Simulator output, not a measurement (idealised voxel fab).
Name of the process module below: voxel gate over fins
It is cross-section cut that appears here, measuring 255 nm in width, its square cells being 5 nm in size.
Reading order for cross-sections: top band down to bottom band. Underlying form: a grid of square cells. Band size: one or more rows of cells. Basically the band line says how high the top is and how high the bottom is, in nm, and then what's in it from left to right, every material with its width in nm. Empty space shows up as "blank", and if a single material carries "everywhere" it runs the full band edge to edge. The reference from which all heights are counted is 0, the level beneath which the as-received wafer is entirely one material; the lowest band, having no lower bound, proceeds downward and is written after the example "z 0 and below". So if you see something like "30 to 40" for the width, read it as the top row of the band sitting at the first number and the bottom row at the second, with every row in between moving by the same amount as the last. For the purposes of this document, the phrase "no change occurred" attached to a step denotes that no cell within the cross-section was modified by that step. Empty spaces without an open route to the top, at least 8 cells in extent, make up the entry "Closed void listing"; each is given as width x height at distance, where the distance is measured from the left edge, and all are in nm. On each step's line, the part that comes after the settings is the simulator's own comment on the step. The "overlay nm" setting may appear on a step's line; for a step that uses a mask, it gives how far to the right of its planned position the mask lay, and a negative value indicates the left.
Steps planned for the process:
step 1: RECEIVE,material Si
step 2: CONFORMAL_DEP,material SiN,thk nm 10
step 3: DIRECTIONAL_DEP,material aC,thk nm 10
step 4: PATTERN,tone cover,mask id FINS,material resist,width nm 15,pitch nm 50,thk nm 30,overlay nm 0
step 5: DIRECTIONAL_ETCH,etch materials aC,depth nm 10
step 6: STRIP,etch materials resist
step 7: DIRECTIONAL_ETCH,etch materials SiN,depth nm 10
step 8: DIRECTIONAL_ETCH,etch materials Si,depth nm 35
step 9: STRIP,etch materials aC
step 10: OXIDIZE,depth nm 5
step 11: FILL_DEP,material SiO2,thk nm 5
step 12: CMP,height nm 10
step 13: DIRECTIONAL_DEP,material aC,thk nm 15
step 14: PATTERN,tone open,mask id RAIL,material resist,width nm 15,thk nm 35,overlay nm 0
step 15: DIRECTIONAL_ETCH,etch materials aC,depth nm 15
step 16: STRIP,etch materials resist
step 17: DIRECTIONAL_ETCH,etch materials SiO2,depth nm 40
step 18: STRIP,etch materials aC
step 19: CONFORMAL_DEP,material TiN,thk nm 5
step 20: FILL_DEP,material Ru,thk nm 10
step 21: CMP,height nm 10
step 22: SELECTIVE_ETCH,etch materials W Ru TiN,depth nm 35
step 23: FILL_DEP,material SiO2,thk nm 5
step 24: CMP,height nm 10
step 25: SELECTIVE_ETCH,etch materials SiO2,depth nm 25
step 26: STRIP,etch materials SiN
step 27: CONFORMAL_DEP,material HfO2,thk nm 5
step 28: CONFORMAL_DEP,material TiN,thk nm 5
step 29: CONFORMAL_DEP,material TiAl,thk nm 5
step 30: CONFORMAL_DEP,material TiN,thk nm 5
step 31: FILL_DEP,material W,thk nm 10
step 32: CMP,height nm 25
step 33: CONFORMAL_DEP,material SiCN,thk nm 10
Of two wafers, the first: run according to plan:
So this is the incoming wafer in cross-section - it's already been through step 1:
	z 0 and below  Si everywhere
	Closed void listing: none
Presented here is a cross-section of the wafer after step 2 has been performed:
	z 10 to 0  SiN everywhere
	Nothing below the height 0 has changed.
Presented here is a cross-section of the wafer after step 3 has been performed:
	z 20 to 10  aC everywhere
	Nothing below the height 10 has changed.
Presented here is a cross-section of the wafer after step 4 has been performed:
	z 50 to 20  blank 70, resist 15, blank 35, resist 15, blank 35, resist 15, blank 70
	Nothing below the height 20 has changed.
Presented here is a cross-section of the wafer after step 5 has been performed:
	z 40 to 20  blank 70, resist 15, blank 35, resist 15, blank 35, resist 15, blank 70
	z 20 to 10  blank 70, aC 15, blank 35, aC 15, blank 35, aC 15, blank 70
	Nothing below the height 10 has changed.
Presented here is a cross-section of the wafer after step 6 has been performed:
	z 20 to 10  blank 70, aC 15, blank 35, aC 15, blank 35, aC 15, blank 70
	Nothing below the height 10 has changed.
Presented here is a cross-section of the wafer after step 7 has been performed:
	z 20 to 10  blank 70, aC 15, blank 35, aC 15, blank 35, aC 15, blank 70
	z 10 to 0  blank 70, SiN 15, blank 35, SiN 15, blank 35, SiN 15, blank 70
	Nothing below the height 0 has changed.
Presented here is a cross-section of the wafer after step 8 has been performed:
	z 20 to 10  blank 70, aC 15, blank 35, aC 15, blank 35, aC 15, blank 70
	z 10 to 0  blank 70, SiN 15, blank 35, SiN 15, blank 35, SiN 15, blank 70
	z 0 to -35  blank 70, Si 15, blank 35, Si 15, blank 35, Si 15, blank 70
	Nothing below the height -35 has changed.
Presented here is a cross-section of the wafer after step 9 has been performed:
	z 10 to 0  blank 70, SiN 15, blank 35, SiN 15, blank 35, SiN 15, blank 70
	Nothing below the height 0 has changed.
Presented here is a cross-section of the wafer after step 10 has been performed:
	z 10 to 0  blank 70, SiN 15, blank 35, SiN 15, blank 35, SiN 15, blank 70
	z 0 to -35  blank 70, SiO2 5, Si 5, SiO2 5, blank 35, SiO2 5, Si 5, SiO2 5, blank 35, SiO2 5, Si 5, SiO2 5, blank 70
	z -35 to -40  SiO2 75, Si 5, SiO2 45, Si 5, SiO2 45, Si 5, SiO2 75
	Nothing below the height -40 has changed.
Presented here is a cross-section of the wafer after step 11 has been performed:
	z 15 to 10  SiO2 everywhere
	z 10 to 0  SiO2 70, SiN 15, SiO2 35, SiN 15, SiO2 35, SiN 15, SiO2 70
	z 0 to -40  SiO2 75, Si 5, SiO2 45, Si 5, SiO2 45, Si 5, SiO2 75
	Nothing below the height -40 has changed.
Presented here is a cross-section of the wafer after step 12 has been performed:
	z 10 to 0  SiO2 70, SiN 15, SiO2 35, SiN 15, SiO2 35, SiN 15, SiO2 70
	Nothing below the height 0 has changed.
Presented here is a cross-section of the wafer after step 13 has been performed:
	z 25 to 10  aC everywhere
	Nothing below the height 10 has changed.
Presented here is a cross-section of the wafer after step 14 has been performed:
	z 60 to 25  resist 95, blank 15, resist 145
	Nothing below the height 25 has changed.
Presented here is a cross-section of the wafer after step 15 has been performed:
	z 45 to 25  resist 95, blank 15, resist 145
	z 25 to 10  aC 95, blank 15, aC 145
	Nothing below the height 10 has changed.
Presented here is a cross-section of the wafer after step 16 has been performed:
	z 25 to 10  aC 95, blank 15, aC 145
	Nothing below the height 10 has changed.
Presented here is a cross-section of the wafer after step 17 has been performed:
	z 25 to 10  aC 95, blank 15, aC 145
	z 10 to 0  SiO2 70, SiN 15, SiO2 10, blank 15, SiO2 10, SiN 15, SiO2 35, SiN 15, SiO2 70
	z 0 to -30  SiO2 75, Si 5, SiO2 15, blank 15, SiO2 15, Si 5, SiO2 45, Si 5, SiO2 75
	Nothing below the height -30 has changed.
Presented here is a cross-section of the wafer after step 18 has been performed:
	z 10 to 0  SiO2 70, SiN 15, SiO2 10, blank 15, SiO2 10, SiN 15, SiO2 35, SiN 15, SiO2 70
	Nothing below the height 0 has changed.
Presented here is a cross-section of the wafer after step 19 has been performed:
	z 15 to 10  TiN 100, blank 5, TiN 150
	z 10 to 0  SiO2 70, SiN 15, SiO2 10, TiN 5, blank 5, TiN 5, SiO2 10, SiN 15, SiO2 35, SiN 15, SiO2 70
	z 0 to -25  SiO2 75, Si 5, SiO2 15, TiN 5, blank 5, TiN 5, SiO2 15, Si 5, SiO2 45, Si 5, SiO2 75
	z -25 to -30  SiO2 75, Si 5, SiO2 15, TiN 15, SiO2 15, Si 5, SiO2 45, Si 5, SiO2 75
	Nothing below the height -30 has changed.
Presented here is a cross-section of the wafer after step 20 has been performed:
	z 25 to 15  Ru everywhere
	z 15 to 10  TiN 100, Ru 5, TiN 150
	z 10 to 0  SiO2 70, SiN 15, SiO2 10, TiN 5, Ru 5, TiN 5, SiO2 10, SiN 15, SiO2 35, SiN 15, SiO2 70
	z 0 to -25  SiO2 75, Si 5, SiO2 15, TiN 5, Ru 5, TiN 5, SiO2 15, Si 5, SiO2 45, Si 5, SiO2 75
	Nothing below the height -25 has changed.
Presented here is a cross-section of the wafer after step 21 has been performed:
	z 10 to 0  SiO2 70, SiN 15, SiO2 10, TiN 5, Ru 5, TiN 5, SiO2 10, SiN 15, SiO2 35, SiN 15, SiO2 70
	Nothing below the height 0 has changed.
Presented here is a cross-section of the wafer after step 22 has been performed:
	z 10 to 0  SiO2 70, SiN 15, SiO2 10, blank 15, SiO2 10, SiN 15, SiO2 35, SiN 15, SiO2 70
	z 0 to -25  SiO2 75, Si 5, SiO2 15, blank 15, SiO2 15, Si 5, SiO2 45, Si 5, SiO2 75
	Nothing below the height -25 has changed.
Presented here is a cross-section of the wafer after step 23 has been performed:
	z 15 to 10  SiO2 everywhere
	z 10 to 0  SiO2 70, SiN 15, SiO2 35, SiN 15, SiO2 35, SiN 15, SiO2 70
	z 0 to -25  SiO2 75, Si 5, SiO2 45, Si 5, SiO2 45, Si 5, SiO2 75
	Nothing below the height -25 has changed.
Presented here is a cross-section of the wafer after step 24 has been performed:
	z 10 to 0  SiO2 70, SiN 15, SiO2 35, SiN 15, SiO2 35, SiN 15, SiO2 70
	Nothing below the height 0 has changed.
Presented here is a cross-section of the wafer after step 25 has been performed:
	z 10 to 0  blank 70, SiN 15, blank 35, SiN 15, blank 35, SiN 15, blank 70
	z 0 to -15  blank 75, Si 5, blank 45, Si 5, blank 45, Si 5, blank 75
	Nothing below the height -15 has changed.
Presented here is a cross-section of the wafer after step 26 has been performed:
	z 0 to -15  blank 75, Si 5, blank 45, Si 5, blank 45, Si 5, blank 75
	Nothing below the height -15 has changed.
Presented here is a cross-section of the wafer after step 27 has been performed:
	z 5 to 0  blank 70, HfO2 15, blank 35, HfO2 15, blank 35, HfO2 15, blank 70
	z 0 to -10  blank 70, HfO2 5, Si 5, HfO2 5, blank 35, HfO2 5, Si 5, HfO2 5, blank 35, HfO2 5, Si 5, HfO2 5, blank 70
	z -10 to -15  HfO2 75, Si 5, HfO2 45, Si 5, HfO2 45, Si 5, HfO2 75
	Nothing below the height -15 has changed.
Presented here is a cross-section of the wafer after step 28 has been performed:
	z 10 to 5  blank 65, TiN 25, blank 25, TiN 25, blank 25, TiN 25, blank 65
	z 5 to 0  blank 65, TiN 5, HfO2 15, TiN 5, blank 25, TiN 5, HfO2 15, TiN 5, blank 25, TiN 5, HfO2 15, TiN 5, blank 65
	z 0 to -5  blank 65, TiN 5, HfO2 5, Si 5, HfO2 5, TiN 5, blank 25, TiN 5, HfO2 5, Si 5, HfO2 5, TiN 5, blank 25, TiN 5, HfO2 5, Si 5, HfO2 5, TiN 5, blank 65
	z -5 to -10  TiN 70, HfO2 5, Si 5, HfO2 5, TiN 35, HfO2 5, Si 5, HfO2 5, TiN 35, HfO2 5, Si 5, HfO2 5, TiN 70
	Nothing below the height -10 has changed.
Presented here is a cross-section of the wafer after step 29 has been performed:
	z 15 to 10  blank 60, TiAl 35, blank 15, TiAl 35, blank 15, TiAl 35, blank 60
	z 10 to 5  blank 60, TiAl 5, TiN 25, TiAl 5, blank 15, TiAl 5, TiN 25, TiAl 5, blank 15, TiAl 5, TiN 25, TiAl 5, blank 60
	z 5 to 0  blank 60, TiAl 5, TiN 5, HfO2 15, TiN 5, TiAl 5, blank 15, TiAl 5, TiN 5, HfO2 15, TiN 5, TiAl 5, blank 15, TiAl 5, TiN 5, HfO2 15, TiN 5, TiAl 5, blank 60
	z 0 to -5  TiAl 65, TiN 5, HfO2 5, Si 5, HfO2 5, TiN 5, TiAl 25, TiN 5, HfO2 5, Si 5, HfO2 5, TiN 5, TiAl 25, TiN 5, HfO2 5, Si 5, HfO2 5, TiN 5, TiAl 65
	Nothing below the height -5 has changed.
Presented here is a cross-section of the wafer after step 30 has been performed:
	z 20 to 15  blank 55, TiN 45, blank 5, TiN 45, blank 5, TiN 45, blank 55
	z 15 to 10  blank 55, TiN 5, TiAl 35, TiN 5, blank 5, TiN 5, TiAl 35, TiN 5, blank 5, TiN 5, TiAl 35, TiN 5, blank 55
	z 10 to 5  blank 55, TiN 5, TiAl 5, TiN 25, TiAl 5, TiN 5, blank 5, TiN 5, TiAl 5, TiN 25, TiAl 5, TiN 5, blank 5, TiN 5, TiAl 5, TiN 25, TiAl 5, TiN 5, blank 55
	z 5 to 0  TiN 60, TiAl 5, TiN 5, HfO2 15, TiN 5, TiAl 5, TiN 15, TiAl 5, TiN 5, HfO2 15, TiN 5, TiAl 5, TiN 15, TiAl 5, TiN 5, HfO2 15, TiN 5, TiAl 5, TiN 60
	Nothing below the height 0 has changed.
Presented here is a cross-section of the wafer after step 31 has been performed:
	z 30 to 20  W everywhere
	z 20 to 15  W 55, TiN 45, W 5, TiN 45, W 5, TiN 45, W 55
	z 15 to 10  W 55, TiN 5, TiAl 35, TiN 5, W 5, TiN 5, TiAl 35, TiN 5, W 5, TiN 5, TiAl 35, TiN 5, W 55
	z 10 to 5  W 55, TiN 5, TiAl 5, TiN 25, TiAl 5, TiN 5, W 5, TiN 5, TiAl 5, TiN 25, TiAl 5, TiN 5, W 5, TiN 5, TiAl 5, TiN 25, TiAl 5, TiN 5, W 55
	Nothing below the height 5 has changed.
Presented here is a cross-section of the wafer after step 32 has been performed:
	z 25 to 20  W everywhere
	Nothing below the height 20 has changed.
Presented here is a cross-section of the wafer after step 33 has been performed:
	z 35 to 25  SiCN everywhere
	Nothing below the height 25 has changed.
Here the second wafer is described. Its start and its plan were those of the first wafer. Its run contained one mistake. Up to and including step 20, it did exactly what the first wafer did:
Second wafer profile in section, at the moment step 21 of the plan was meant to be complete: no change occurred
Second wafer profile in section, at the moment step 22 of the plan was meant to be complete:
	z 10 to 0  SiO2 70, SiN 15, SiO2 10, blank 15, SiO2 10, SiN 15, SiO2 35, SiN 15, SiO2 70
	z 0 to -10  SiO2 75, Si 5, SiO2 15, blank 15, SiO2 15, Si 5, SiO2 45, Si 5, SiO2 75
	Nothing below the height -10 has changed.
Second wafer profile in section, at the moment step 23 of the plan was meant to be complete:
	z 15 to 10  SiO2 everywhere
	z 10 to 0  SiO2 70, SiN 15, SiO2 35, SiN 15, SiO2 35, SiN 15, SiO2 70
	z 0 to -10  SiO2 75, Si 5, SiO2 45, Si 5, SiO2 45, Si 5, SiO2 75
	Nothing below the height -10 has changed.
Second wafer profile in section, at the moment step 24 of the plan was meant to be complete:
	z 10 to 0  SiO2 70, SiN 15, SiO2 35, SiN 15, SiO2 35, SiN 15, SiO2 70
	Nothing below the height 0 has changed.
Second wafer profile in section, at the moment step 25 of the plan was meant to be complete:
	z 10 to 0  blank 70, SiN 15, blank 35, SiN 15, blank 35, SiN 15, blank 70
	z 0 to -10  blank 75, Si 5, blank 45, Si 5, blank 45, Si 5, blank 75
	z -10 to -15  blank 75, Si 5, blank 15, TiN 5, Ru 5, TiN 5, blank 15, Si 5, blank 45, Si 5, blank 75
	Nothing below the height -15 has changed.
Second wafer profile in section, at the moment step 26 of the plan was meant to be complete:
	z 0 to -10  blank 75, Si 5, blank 45, Si 5, blank 45, Si 5, blank 75
	Nothing below the height -10 has changed.
Second wafer profile in section, at the moment step 27 of the plan was meant to be complete:
	z 5 to 0  blank 70, HfO2 15, blank 35, HfO2 15, blank 35, HfO2 15, blank 70
	z 0 to -5  blank 70, HfO2 5, Si 5, HfO2 5, blank 35, HfO2 5, Si 5, HfO2 5, blank 35, HfO2 5, Si 5, HfO2 5, blank 70
	z -5 to -10  blank 70, HfO2 5, Si 5, HfO2 5, blank 5, HfO2 25, blank 5, HfO2 5, Si 5, HfO2 5, blank 35, HfO2 5, Si 5, HfO2 5, blank 70
	z -10 to -15  HfO2 75, Si 5, HfO2 15, TiN 5, Ru 5, TiN 5, HfO2 15, Si 5, HfO2 45, Si 5, HfO2 75
	Nothing below the height -15 has changed.
Second wafer profile in section, at the moment step 28 of the plan was meant to be complete:
	z 10 to 5  blank 65, TiN 25, blank 25, TiN 25, blank 25, TiN 25, blank 65
	z 5 to 0  blank 65, TiN 5, HfO2 15, TiN 5, blank 25, TiN 5, HfO2 15, TiN 5, blank 25, TiN 5, HfO2 15, TiN 5, blank 65
	z 0 to -5  blank 65, TiN 5, HfO2 5, Si 5, HfO2 5, TiN 35, HfO2 5, Si 5, HfO2 5, TiN 5, blank 25, TiN 5, HfO2 5, Si 5, HfO2 5, TiN 5, blank 65
	z -5 to -10  TiN 70, HfO2 5, Si 5, HfO2 5, TiN 5, HfO2 25, TiN 5, HfO2 5, Si 5, HfO2 5, TiN 35, HfO2 5, Si 5, HfO2 5, TiN 70
	Nothing below the height -10 has changed.
Second wafer profile in section, at the moment step 29 of the plan was meant to be complete:
	z 15 to 10  blank 60, TiAl 35, blank 15, TiAl 35, blank 15, TiAl 35, blank 60
	z 10 to 5  blank 60, TiAl 5, TiN 25, TiAl 5, blank 15, TiAl 5, TiN 25, TiAl 5, blank 15, TiAl 5, TiN 25, TiAl 5, blank 60
	z 5 to 0  blank 60, TiAl 5, TiN 5, HfO2 15, TiN 5, TiAl 25, TiN 5, HfO2 15, TiN 5, TiAl 5, blank 15, TiAl 5, TiN 5, HfO2 15, TiN 5, TiAl 5, blank 60
	z 0 to -5  TiAl 65, TiN 5, HfO2 5, Si 5, HfO2 5, TiN 35, HfO2 5, Si 5, HfO2 5, TiN 5, TiAl 25, TiN 5, HfO2 5, Si 5, HfO2 5, TiN 5, TiAl 65
	Nothing below the height -5 has changed.
Second wafer profile in section, at the moment step 30 of the plan was meant to be complete:
	z 20 to 15  blank 55, TiN 45, blank 5, TiN 45, blank 5, TiN 45, blank 55
	z 15 to 10  blank 55, TiN 5, TiAl 35, TiN 5, blank 5, TiN 5, TiAl 35, TiN 5, blank 5, TiN 5, TiAl 35, TiN 5, blank 55
	z 10 to 5  blank 55, TiN 5, TiAl 5, TiN 25, TiAl 5, TiN 15, TiAl 5, TiN 25, TiAl 5, TiN 5, blank 5, TiN 5, TiAl 5, TiN 25, TiAl 5, TiN 5, blank 55
	z 5 to 0  TiN 60, TiAl 5, TiN 5, HfO2 15, TiN 5, TiAl 25, TiN 5, HfO2 15, TiN 5, TiAl 5, TiN 15, TiAl 5, TiN 5, HfO2 15, TiN 5, TiAl 5, TiN 60
	Nothing below the height 0 has changed.
Second wafer profile in section, at the moment step 31 of the plan was meant to be complete:
	z 30 to 20  W everywhere
	z 20 to 15  W 55, TiN 45, W 5, TiN 45, W 5, TiN 45, W 55
	z 15 to 10  W 55, TiN 5, TiAl 35, TiN 5, W 5, TiN 5, TiAl 35, TiN 5, W 5, TiN 5, TiAl 35, TiN 5, W 55
	z 10 to 5  W 55, TiN 5, TiAl 5, TiN 25, TiAl 5, TiN 15, TiAl 5, TiN 25, TiAl 5, TiN 5, W 5, TiN 5, TiAl 5, TiN 25, TiAl 5, TiN 5, W 55
	Nothing below the height 5 has changed.
Second wafer profile in section, at the moment step 32 of the plan was meant to be complete:
	z 25 to 20  W everywhere
	Nothing below the height 20 has changed.
Second wafer profile in section, at the moment step 33 of the plan was meant to be complete:
	z 35 to 25  SiCN everywhere
	Nothing below the height 25 has changed.
So what did we get wrong on this run? the plan's step 21 went unexecuted, having been skipped
The closing comparison, in cells, has the second wafer with more or fewer of some materials than the first: +2 HfO2; +3 Ru; -6 SiO2; -2 TiAl; +4 TiN; -1 W
